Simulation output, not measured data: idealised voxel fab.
Process module in this document: voxel self aligned vias
Xsec cut, 210 nm wide, square cell size 5 nm.
Throughout this document, each cross-section is represented as a grid of square cells and is presented as a sequence of bands enumerated from the top downward, where a band comprises one or more rows of cells. Within each band entry, the heights of the top and of the bottom of the band appear first, in that order and in nm; the materials of the band then follow from left to right, each with its corresponding width in nm. The designation "all across" on a single material indicates that it fills the band from edge to edge; the designation "air" indicates empty space. Heights from 0 (as-received wafer is one material below). Bottom band endless downward, as "0 and below". You'd read "30..40" like this: the band's top row of cells is as wide as the first number, its bottom row is as wide as the second, and going down, every row changes width by the same amount as the row before did. Any step labelled "no change occurred" changed none of the cells in the cross-section. The entry titled "Unvented internal voids" provides the empty spaces that have no open way to the top, restricted to those of 8 cells or more. Each is presented as width x height at distance, the distance being measured from the left edge, with all three in nm. The remark found on a step's line after its settings is issued by the simulator itself and pertains to that step. The "overlay nm" setting may appear on a step's line; for a step that uses a mask, it gives how far to the right of its planned position the mask lay, and a negative value indicates the left.
The following list gives the planned process steps
1,RECEIVE [material Si]
2,CONFORMAL_DEP [material SiO2] [thk nm 10]
3,CONFORMAL_DEP [material SiCN] [thk nm 5]
4,DIRECTIONAL_DEP [material lowk] [thk nm 30]
5,PATTERN [tone open] [mask id LINES] [material resist] [width nm 20] [pitch nm 55] [thk nm 15] [overlay nm 0]
6,DIRECTIONAL_ETCH [etch materials lowk] [depth nm 30]
7,STRIP [etch materials resist]
8,CONFORMAL_DEP [material TiN] [thk nm 5]
9,FILL_DEP [material W] [thk nm 10]
10,CMP [height nm 45]
11,SELECTIVE_ETCH [etch materials W Ru TiN] [depth nm 10]
12,FILL_DEP [material SiN] [thk nm 5]
13,CMP [height nm 45]
14,DIRECTIONAL_DEP [material lowk] [thk nm 20]
15,MASKED_ETCH [tone open] [mask id VIAS] [width nm 40] [etch materials lowk] [depth nm 20] [overlay nm 0]
16,MASKED_ETCH [tone open] [mask id VIAS] [width nm 40] [etch materials SiN] [depth nm 10] [overlay nm 0]
17,CONFORMAL_DEP [material TiN] [thk nm 5]
18,FILL_DEP [material W] [thk nm 10]
19,CMP [height nm 65]
20,CONFORMAL_DEP [material SiCN] [thk nm 5]
Wafer at receipt (post step 1), cross-section
  0 and below  Si all across
  Unvented internal voids: none
Wafer cross-section at module end: first of two, run to plan
  70 down to 65  SiCN all across
  65 down to 50  lowk 55, then TiN 5, then W 30, then TiN 5, then lowk 115
  50 down to 45  lowk 55, then TiN 15, then W 10, then TiN 15, then lowk 115
  45 down to 40  lowk 65, then TiN 5, then W 10, then TiN 5, then lowk 35, then SiN 20, then lowk 70
  40 down to 35  lowk 65, then TiN 20, then lowk 35, then SiN 20, then lowk 70
  35 down to 20  lowk 65, then TiN 5, then W 10, then TiN 5, then lowk 35, then TiN 5, then W 10, then TiN 5, then lowk 70
  20 down to 15  lowk 65, then TiN 20, then lowk 35, then TiN 20, then lowk 70
  15 down to 10  SiCN all across
  10 down to 0  SiO2 all across
  0 and below  Si all across
  Unvented internal voids: none
Presented here is a cross-section of the second of the two wafers as it stood at the end of the module. It was started in the same manner and assigned the same plan as the first wafer; however, one mistake was made in its execution
  70 down to 65  SiCN all across
  65 down to 50  lowk 55, then TiN 5, then Ru 30, then TiN 5, then lowk 115
  50 down to 45  lowk 55, then TiN 15, then Ru 10, then TiN 15, then lowk 115
  45 down to 40  lowk 65, then TiN 5, then Ru 10, then TiN 5, then lowk 35, then SiN 20, then lowk 70
  40 down to 35  lowk 65, then TiN 20, then lowk 35, then SiN 20, then lowk 70
  35 down to 20  lowk 65, then TiN 5, then W 10, then TiN 5, then lowk 35, then TiN 5, then W 10, then TiN 5, then lowk 70
  20 down to 15  lowk 65, then TiN 20, then lowk 35, then TiN 20, then lowk 70
  15 down to 10  SiCN all across
  10 down to 0  SiO2 all across
  0 and below  Si all across
  Unvented internal voids: none
Misprocessing identified: step 18: run off-plan, actual operation and settings FILL_DEP [material Ru] [thk nm 10]
at the end the second wafer has, in cells: 22 more of Ru, 22 fewer of W
